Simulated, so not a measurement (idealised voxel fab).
Documented hereafter: the process module known as voxel lift off.
FYI the section here is cut, 275 nm wide, cells are 5 nm squares.
The cross-sections in this document take the form of a grid made of square cells. They are written out as bands, in order from top to bottom. Each band consists of one or more rows of cells. Basically the band line says how high the top is and how high the bottom is, in nm, and then what's in it from left to right, every material with its width in nm. Empty space shows up as "blank", and if a single material carries "throughout" it runs the full band edge to edge. Zero point of the height axis is 0; under it, received wafer = one material. Lowest band: continues down indefinitely, "0 -> down". Width "30->40": first value at the band's top row of cells, second value at its bottom row, equal change from row to row. For the purposes of this document, the phrase "nothing different" attached to a step denotes that no cell within the cross-section was modified by that step. "Enclosed void inventory": sealed empty spaces, 8 cells or more, no open way to top, listed width x height at distance, with distance from the left edge and width, height and distance in nm. Post-settings text on a step line: simulator's own remark regarding the step. "overlay nm", when on a step's line for a step with a mask, measures how far to the right of its planned place the mask lay; a negative measure means to the left.

-- Set out below are the planned steps of the process
1. RECEIVE: material Si
2. CONFORMAL_DEP: material Al2O3, thk nm 10
3. PATTERN: tone open, mask id LINES, material resist, width nm 15, pitch nm 45, thk nm 25, overlay nm 0
4. DIRECTIONAL_DEP: material Ru, thk nm 15
5. STRIP: etch materials resist
6. CONFORMAL_DEP: material SiN, thk nm 10

-- Incoming wafer, cross-sectional view, post step 1
  0 -> down: Si throughout
  Enclosed void inventory: none

-- End-of-module XS, first of two wafers, run as planned
  35 -> 25: 95 of blank; 35 of SiN; 10 of blank; 35 of SiN; 100 of blank
  25 -> 20: 95 of blank; 10 of SiN; 15 of Ru; 10 of SiN; 10 of blank; 10 of SiN; 15 of Ru; 10 of SiN; 100 of blank
  20 -> 10: 105 of SiN; 15 of Ru; 30 of SiN; 15 of Ru; 110 of SiN
  10 -> 0: Al2O3 throughout
  0 -> down: Si throughout
  Enclosed void inventory: none

-- End-of-module cross-section of the second wafer: identical starting point and process plan to the first, with one processing mistake
  25 -> 10: 105 of blank; 15 of Ru; 30 of blank; 15 of Ru; 110 of blank
  10 -> 0: Al2O3 throughout
  0 -> down: Si throughout
  Enclosed void inventory: none
Where did the run depart from the plan? step 6 of the plan was omitted and not executed
End check, counted in cells, second wafer has more or fewer of these materials than the first: -134 SiN
